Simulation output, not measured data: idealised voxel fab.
This section sets out a process module, namely voxel self aligned vias.
Square cells of 5 nm make up the cross-section cut, whose width is 300 nm.
In what follows, cross-sections appear as grids of square cells, described through bands that run from the top down, where every band is one or more rows of cells.
Top, bottom (nm), then materials left to right with widths (nm); lone material tagged "full width" fills the whole band edge to edge; "blank" = empty space.
Heads up on the height convention: 0 is the point under which the incoming wafer is all one material, and the lowest band has no bottom, it just keeps going down, like "z 0 and below".
Top row gets the first number, bottom row gets the second, and each row in between changes by the same step: that is how a band width like "30 to 40" works.
It should be understood that the words "nothing was modified", when stated for a given step, signify that the cross-section underwent no change in any of its cells during that step.
"Cavities, closed" lists enclosed empty spaces (at least 8 cells, no open path upward to the top), each as width x height at distance from the left edge, in nm.
On a step's line, text after the settings is the simulator commenting on that step.
You can add "overlay nm" to a step's line. For a step with a mask, it describes how far the mask lay to the right of its planned position, and a negative number describes a lay to the left.
THE PROCESS STEPS THAT WERE PLANNED ARE LISTED BELOW
- 1: RECEIVE with material Si
- 2: CONFORMAL_DEP with material SiO2, thk nm 15
- 3: CONFORMAL_DEP with material SiCN, thk nm 5
- 4: DIRECTIONAL_DEP with material lowk, thk nm 30
- 5: MASKED_ETCH with tone open, mask id LINES, width nm 20, pitch nm 65, etch materials lowk, depth nm 30, overlay nm 0
- 6: CONFORMAL_DEP with material TiN, thk nm 5
- 7: FILL_DEP with material W, thk nm 10
- 8: CMP with height nm 50
- 9: SELECTIVE_ETCH with etch materials W Ru TiN, depth nm 5
- 10: FILL_DEP with material SiN, thk nm 10
- 11: CMP with height nm 50
- 12: DIRECTIONAL_DEP with material lowk, thk nm 15
- 13: PATTERN with tone open, mask id VIAS, material resist, width nm 40, pitch nm 65, thk nm 15, overlay nm 0
- 14: DIRECTIONAL_ETCH with etch materials lowk, depth nm 15
- 15: DIRECTIONAL_ETCH with etch materials SiN, depth nm 5
- 16: STRIP with etch materials resist
- 17: CONFORMAL_DEP with material TiN, thk nm 5
- 18: FILL_DEP with material Cu, thk nm 10
- 19: CMP with height nm 65
- 20: CONFORMAL_DEP with material SiN, thk nm 5
AS RECEIVED, AFTER STEP 1
- z 0 and below  Si full width
- Cavities, closed: none
WAFER AT MODULE END, IN SECTION. BEGAN AS ABOVE, PLANNED AS ABOVE, RUN WITH ONE MISTAKE
- z 70 to 65  SiN full width
- z 65 to 55  65 lowk; 5 TiN; 30 Cu; 5 TiN; 25 lowk; 5 TiN; 30 Cu; 5 TiN; 25 lowk; 5 TiN; 30 Cu; 5 TiN; 65 lowk
- z 55 to 50  65 lowk; 15 TiN; 10 Cu; 15 TiN; 25 lowk; 15 TiN; 10 Cu; 15 TiN; 25 lowk; 15 TiN; 10 Cu; 15 TiN; 65 lowk
- z 50 to 45  75 lowk; 20 TiN; 45 lowk; 20 TiN; 45 lowk; 20 TiN; 75 lowk
- z 45 to 40  75 lowk; 5 TiN; 10 W; 5 TiN; 45 lowk; 5 TiN; 10 W; 5 TiN; 45 lowk; 5 TiN; 10 W; 5 TiN; 75 lowk
- z 40 to 35  75 lowk; 20 TiN; 45 lowk; 20 TiN; 45 lowk; 20 TiN; 75 lowk
- z 35 to 30  SiCN full width
- z 30 to 0  SiO2 full width
- z 0 and below  Si full width
- Cavities, closed: none
Finding, execution versus plan: the plan's step 2 ran twice
